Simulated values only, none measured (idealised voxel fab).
This is a process module. Its name is voxel wiring stack.
Cross-section cut: width 260 nm, square cells of 5 nm.
The cross-sections in this document take the form of a grid made of square cells. They are written out as bands, in order from top to bottom. Each band consists of one or more rows of cells.
This entry defines a band. It first specifies the height of the band's top and the height of its bottom in nm, and then specifies the band's materials from left to right, stating each material with its width in nm. The word "everywhere" identifies a single material that fills the band from edge to edge, while the word "blank" identifies empty space.
For the purposes of this specification, 0 denotes the height below which the wafer in its as-received condition is composed wholly of one material, and the lowermost band, lacking a lower limit, extends downward without end, as expressed in "0 down".
Graded width ("30->40"): value in top row of band = first number; value in bottom row = second number; row-to-row change constant.
No cell of the cross-section changed in a step that is given as "changes: none".
"Catalogued sealed voids" - sealed voids, min. 8 cells, no opening to top; format: width x height at distance (distance from left edge; nm throughout).
On each step's line, the part that comes after the settings is the simulator's own comment on the step.
What "overlay nm" on a step's line means: if the step has a mask, that mask lay this far to the right of its planned place, or, when the value is negative, to the left.
Below is the list of planned process steps:
1 RECEIVE [material Si]
2 CONFORMAL_DEP [material SiO2] [thk nm 10]
3 DIRECTIONAL_DEP [material TiN] [thk nm 5]
4 DIRECTIONAL_DEP [material Ru] [thk nm 25]
5 MASKED_ETCH [tone cover] [mask id METAL_1] [width nm 25] [pitch nm 45] [etch materials Ru] [depth nm 25] [overlay nm 0]
6 MASKED_ETCH [tone cover] [mask id METAL_1] [width nm 25] [pitch nm 45] [etch materials TiN] [depth nm 5] [overlay nm 0]
7 FILL_DEP [material lowk] [thk nm 10]
8 CMP [height nm 40]
9 CONFORMAL_DEP [material SiCN] [thk nm 5]
10 DIRECTIONAL_DEP [material lowk] [thk nm 30]
11 PATTERN [tone open] [mask id METAL_2] [material resist] [width nm 25] [pitch nm 45] [thk nm 20] [overlay nm 0]
12 DIRECTIONAL_ETCH [etch materials lowk] [depth nm 20]
13 STRIP [etch materials resist]
14 PATTERN [tone open] [mask id METAL_2_HOLES] [material resist] [width nm 15] [pitch nm 45] [thk nm 15] [overlay nm 0]
15 DIRECTIONAL_ETCH [etch materials lowk] [depth nm 10]
16 DIRECTIONAL_ETCH [etch materials SiCN] [depth nm 5]
17 STRIP [etch materials resist]
18 CONFORMAL_DEP [material TiN] [thk nm 5]
19 FILL_DEP [material Ru] [thk nm 5]
20 CMP [height nm 75]
21 CONFORMAL_DEP [material SiCN] [thk nm 5]
22 DIRECTIONAL_DEP [material lowk] [thk nm 10]
23 DIRECTIONAL_DEP [material aC] [thk nm 10]
24 PATTERN [tone open] [mask id PLUG_2] [material resist] [width nm 15] [pitch nm 45] [thk nm 30] [overlay nm 0]
25 DIRECTIONAL_ETCH [etch materials aC] [depth nm 10]
26 STRIP [etch materials resist]
27 DIRECTIONAL_ETCH [etch materials lowk] [depth nm 10]
28 DIRECTIONAL_ETCH [etch materials SiCN] [depth nm 5]
29 STRIP [etch materials aC]
30 EPI [material Ru] [thk nm 10]
31 EPI [material Ru] [thk nm 5]
32 DIRECTIONAL_DEP [material TiN] [thk nm 5]
33 DIRECTIONAL_DEP [material W] [thk nm 25]
34 PATTERN [tone cover] [mask id METAL_3] [material resist] [width nm 25] [pitch nm 45] [thk nm 20] [overlay nm 0]
35 DIRECTIONAL_ETCH [etch materials W] [depth nm 25]
36 DIRECTIONAL_ETCH [etch materials TiN] [depth nm 5]
37 STRIP [etch materials resist]
38 FILL_DEP [material lowk] [thk nm 10]
39 CMP [height nm 120]
40 CONFORMAL_DEP [material SiN] [thk nm 5]
Step 1 complete: cross-section of the wafer as received:
* 0 down  Si everywhere
* Catalogued sealed voids: none
Cross-section, end of module. Start: as above. Plan: as above. Execution: one mistake:
* 125 to 120  SiN everywhere
* 120 to 95  lowk: 95, W: 25, lowk: 20, W: 25, lowk: 95
* 95 to 90  lowk: 95, TiN: 25, lowk: 20, TiN: 25, lowk: 95
* 90 to 80  lowk: 95, Ru: 15, lowk: 30, Ru: 15, lowk: 105
* 80 to 75  SiCN: 95, Ru: 15, SiCN: 30, Ru: 15, SiCN: 105
* 75 to 70  Ru everywhere
* 70 to 65  TiN: 100, Ru: 15, TiN: 30, Ru: 15, TiN: 100
* 65 to 45  lowk: 95, TiN: 5, Ru: 15, TiN: 5, lowk: 20, TiN: 5, Ru: 15, TiN: 5, lowk: 95
* 45 to 40  SiCN: 95, TiN: 25, SiCN: 20, TiN: 25, SiCN: 95
* 40 to 15  lowk: 95, Ru: 25, lowk: 20, Ru: 25, lowk: 95
* 15 to 10  lowk: 95, TiN: 25, lowk: 20, TiN: 25, lowk: 95
* 10 to 0  SiO2 everywhere
* 0 down  Si everywhere
* Catalogued sealed voids: none
Where did the run depart from the plan? the plan's step 14 went unexecuted, having been skipped
